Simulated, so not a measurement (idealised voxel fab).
Process module name: voxel gate over fins
Pictured: cross-section cut, 235 nm wide, on a grid of 5 nm square cells.
In what follows, cross-sections appear as grids of square cells, described through bands that run from the top down, where every band is one or more rows of cells.
First you get the band's top height and its bottom height, in nm, and then the materials it's made of, left to right, with each width in nm. If you see a single material with "all across", that one covers the band edge to edge. "air" is empty space.
Height reference: 0 = level under which incoming wafer is all one material. Lowest band: no bottom, runs on downward, e.g. "0..down".
Width: "30->40" (first number = top row, second number = bottom row, same change from row to row of cells).
It should be understood that the words "remained the same", when stated for a given step, signify that the cross-section underwent no change in any of its cells during that step.
In the "Closed void catalog" entry, you get each enclosed empty space of 8 cells or more, one with no open way to the top, written width x height at distance, distance from the left edge, in nm.
The remark found on a step's line after its settings is issued by the simulator itself and pertains to that step.
If you see "overlay nm" on a step's line and that step has a mask, it's telling you how far right of where it was planned the mask ended up; a negative number means it went left instead.
Guide to the pairs. Each holds a before and an after cross-section around one process step; the after cross-section is cut off at the lowest band that changed. Look under the pair for the step between them and its settings. Pairs can come from different runs of this module on the same starting wafer, so a pair follows on from the one above it only where its entry headed "before" says it does.

before:
- 15..10 = air 65 nm; TiAl 80 nm; air 90 nm
- 10..5 = air 65 nm; TiAl 5 nm; TiN 70 nm; TiAl 5 nm; air 90 nm
- 5..0 = TiAl 70 nm; TiN 5 nm; HfO2 25 nm; TiN 10 nm; HfO2 25 nm; TiN 5 nm; TiAl 95 nm
- 0..-5 = TiN 75 nm; HfO2 5 nm; Si 15 nm; HfO2 5 nm; TiN 10 nm; HfO2 5 nm; Si 15 nm; HfO2 5 nm; TiN 100 nm
- -5..-10 = HfO2 80 nm; Si 15 nm; HfO2 20 nm; Si 15 nm; HfO2 105 nm
- -10..-35 = SiO2 80 nm; Si 15 nm; SiO2 20 nm; Si 15 nm; SiO2 105 nm
- -35..down = Si all across
- Closed void catalog: none

Structure After Step:
- 20..15 = air 60 nm; TiN 90 nm; air 85 nm
- 15..10 = air 60 nm; TiN 5 nm; TiAl 80 nm; TiN 5 nm; air 85 nm
- 10..5 = TiN 65 nm; TiAl 5 nm; TiN 70 nm; TiAl 5 nm; TiN 90 nm
- At heights below 5, the structure remains unaltered.
- Closed void catalog: none
So what happened between those two cross-sections up there? op CONFORMAL_DEP | material TiN | thk nm 5

before: the cross-section after the pair above

Structure After Step:
- 35..20 = W all across
- 20..15 = W 60 nm; TiN 90 nm; W 85 nm
- 15..10 = W 60 nm; TiN 5 nm; TiAl 80 nm; TiN 5 nm; W 85 nm
- At heights below 10, the structure remains unaltered.
- Closed void catalog: none
So what happened between those two cross-sections up there? op FILL_DEP | material W | thk nm 15

before: the cross-section after the pair above

Structure After Step:
- 30..20 = W all across
- At heights below 20, the structure remains unaltered.
- Closed void catalog: none
So what happened between those two cross-sections up there? op CMP | height nm 30

before: the cross-section after the pair above

Structure After Step:
- 35..30 = SiCN all across
- At heights below 30, the structure remains unaltered.
- Closed void catalog: none
So what happened between those two cross-sections up there? op CONFORMAL_DEP | material SiCN | thk nm 5

before:
- 10..5 = air 80 nm; TiN 70 nm; air 85 nm
- 5..0 = air 80 nm; TiN 5 nm; HfO2 25 nm; TiN 10 nm; HfO2 25 nm; TiN 5 nm; air 85 nm
- 0..-5 = TiN 85 nm; HfO2 5 nm; Si 15 nm; HfO2 5 nm; TiN 10 nm; HfO2 5 nm; Si 15 nm; HfO2 5 nm; TiN 90 nm
- -5..-10 = HfO2 90 nm; Si 15 nm; HfO2 20 nm; Si 15 nm; HfO2 95 nm
- -10..-35 = SiO2 90 nm; Si 15 nm; SiO2 20 nm; Si 15 nm; SiO2 95 nm
- -35..down = Si all across
- Closed void catalog: none

Structure After Step:
- 15..10 = air 75 nm; SiN 80 nm; air 80 nm
- 10..5 = air 75 nm; SiN 5 nm; TiN 70 nm; SiN 5 nm; air 80 nm
- 5..0 = SiN 80 nm; TiN 5 nm; HfO2 25 nm; TiN 10 nm; HfO2 25 nm; TiN 5 nm; SiN 85 nm
- At heights below 0, the structure remains unaltered.
- Closed void catalog: none
So what happened between those two cross-sections up there? op CONFORMAL_DEP | material SiN | thk nm 5

before: the cross-section after the pair above

Structure After Step:
- 20..15 = air 70 nm; TiN 90 nm; air 75 nm
- 15..10 = air 70 nm; TiN 5 nm; SiN 80 nm; TiN 5 nm; air 75 nm
- 10..5 = TiN 75 nm; SiN 5 nm; TiN 70 nm; SiN 5 nm; TiN 80 nm
- At heights below 5, the structure remains unaltered.
- Closed void catalog: none
So what happened between those two cross-sections up there? op CONFORMAL_DEP | material TiN | thk nm 5

before: the cross-section after the pair above

Structure After Step:
- 35..20 = W all across
- 20..15 = W 70 nm; TiN 90 nm; W 75 nm
- 15..10 = W 70 nm; TiN 5 nm; SiN 80 nm; TiN 5 nm; W 75 nm
- At heights below 10, the structure remains unaltered.
- Closed void catalog: none
So what happened between those two cross-sections up there? op FILL_DEP | material W | thk nm 15

before: the cross-section after the pair above

Structure After Step:
- 30..20 = W all across
- At heights below 20, the structure remains unaltered.
- Closed void catalog: none
So what happened between those two cross-sections up there? op CMP | height nm 30

before: the cross-section after the pair above

Structure After Step:
- 35..30 = SiCN all across
- At heights below 30, the structure remains unaltered.
- Closed void catalog: none
So what happened between those two cross-sections up there? op CONFORMAL_DEP | material SiCN | thk nm 5

before:
- 5..0 = SiN all across
- 0..down = Si all across
- Closed void catalog: none

Structure After Step:
- 20..5 = resist 90 nm; air 15 nm; resist 20 nm; air 15 nm; resist 95 nm
- At heights below 5, the structure remains unaltered.
- Closed void catalog: none
So what happened between those two cross-sections up there? op PATTERN | tone open | mask id FINS | material resist | width nm 15 | pitch nm 35 | thk nm 15 | overlay nm 0

before: the cross-section after the pair above

Structure After Step:
- 20..5 = resist 90 nm; air 15 nm; resist 20 nm; air 15 nm; resist 95 nm
- 5..0 = SiN 90 nm; air 15 nm; SiN 20 nm; air 15 nm; SiN 95 nm
- At heights below 0, the structure remains unaltered.
- Closed void catalog: none
So what happened between those two cross-sections up there? op DIRECTIONAL_ETCH | etch materials SiN | depth nm 5

before: the cross-section after the pair above

Structure After Step:
- 20..5 = resist 90 nm; air 15 nm; resist 20 nm; air 15 nm; resist 95 nm
- 5..0 = SiN 90 nm; air 15 nm; SiN 20 nm; air 15 nm; SiN 95 nm
- 0..-35 = Si 90 nm; air 15 nm; Si 20 nm; air 15 nm; Si 95 nm
- At heights below -35, the structure remains unaltered.
- Closed void catalog: none
So what happened between those two cross-sections up there? op DIRECTIONAL_ETCH | etch materials Si | depth nm 35

before: the cross-section after the pair above

Structure After Step:
- 5..0 = SiN 90 nm; air 15 nm; SiN 20 nm; air 15 nm; SiN 95 nm
- At heights below 0, the structure remains unaltered.
- Closed void catalog: none
So what happened between those two cross-sections up there? op STRIP | etch materials resist

before: the cross-section after the pair above

Structure After Step:
- 20..5 = SiO2 all across
- 5..0 = SiN 90 nm; SiO2 15 nm; SiN 20 nm; SiO2 15 nm; SiN 95 nm
- 0..-35 = Si 90 nm; SiO2 15 nm; Si 20 nm; SiO2 15 nm; Si 95 nm
- At heights below -35, the structure remains unaltered.
- Closed void catalog: none
So what happened between those two cross-sections up there? op FILL_DEP | material SiO2 | thk nm 15

before: the cross-section after the pair above

Structure After Step:
- 5..0 = SiN 90 nm; SiO2 15 nm; SiN 20 nm; SiO2 15 nm; SiN 95 nm
- At heights below 0, the structure remains unaltered.
- Closed void catalog: none
So what happened between those two cross-sections up there? op CMP | height nm 5

before: the cross-section after the pair above

Structure After Step:
- 5..0 = SiN 90 nm; air 15 nm; SiN 20 nm; air 15 nm; SiN 95 nm
- 0..-10 = Si 90 nm; air 15 nm; Si 20 nm; air 15 nm; Si 95 nm
- At heights below -10, the structure remains unaltered.
- Closed void catalog: none
So what happened between those two cross-sections up there? op SELECTIVE_ETCH | etch materials SiO2 | depth nm 15

before: the cross-section after the pair above

Structure After Step:
- 0..-10 = Si 90 nm; air 15 nm; Si 20 nm; air 15 nm; Si 95 nm
- At heights below -10, the structure remains unaltered.
- Closed void catalog: none
So what happened between those two cross-sections up there? op STRIP | etch materials SiN

before: the cross-section after the pair above

Structure After Step:
- 5..0 = HfO2 95 nm; air 5 nm; HfO2 30 nm; air 5 nm; HfO2 100 nm
- 0..-5 = Si 90 nm; HfO2 5 nm; air 5 nm; HfO2 5 nm; Si 20 nm; HfO2 5 nm; air 5 nm; HfO2 5 nm; Si 95 nm
- -5..-10 = Si 90 nm; HfO2 15 nm; Si 20 nm; HfO2 15 nm; Si 95 nm
- At heights below -10, the structure remains unaltered.
- Closed void catalog: none
So what happened between those two cross-sections up there? op CONFORMAL_DEP | material HfO2 | thk nm 5

before: the cross-section after the pair above

Structure After Step:
- 10..5 = TiN all across
- 5..0 = HfO2 95 nm; TiN 5 nm; HfO2 30 nm; TiN 5 nm; HfO2 100 nm
- 0..-5 = Si 90 nm; HfO2 5 nm; TiN 5 nm; HfO2 5 nm; Si 20 nm; HfO2 5 nm; TiN 5 nm; HfO2 5 nm; Si 95 nm
- At heights below -5, the structure remains unaltered.
- Closed void catalog: none
So what happened between those two cross-sections up there? op CONFORMAL_DEP | material TiN | thk nm 5

before: the cross-section after the pair above

Structure After Step:
- 15..10 = TiAl all across
- At heights below 10, the structure remains unaltered.
- Closed void catalog: none
So what happened between those two cross-sections up there? op CONFORMAL_DEP | material TiAl | thk nm 5

before: the cross-section after the pair above

Structure After Step:
- 20..15 = TiN all across
- At heights below 15, the structure remains unaltered.
- Closed void catalog: none
So what happened between those two cross-sections up there? op CONFORMAL_DEP | material TiN | thk nm 5

before: the cross-section after the pair above

Structure After Step:
- 35..20 = W all across
- At heights below 20, the structure remains unaltered.
- Closed void catalog: none
So what happened between those two cross-sections up there? op FILL_DEP | material W | thk nm 15

before: the cross-section after the pair above

Structure After Step:
- 30..20 = W all across
- At heights below 20, the structure remains unaltered.
- Closed void catalog: none
So what happened between those two cross-sections up there? op CMP | height nm 30

before: the cross-section after the pair above

Structure After Step:
- 35..30 = SiCN all across
- At heights below 30, the structure remains unaltered.
- Closed void catalog: none
So what happened between those two cross-sections up there? op CONFORMAL_DEP | material SiCN | thk nm 5
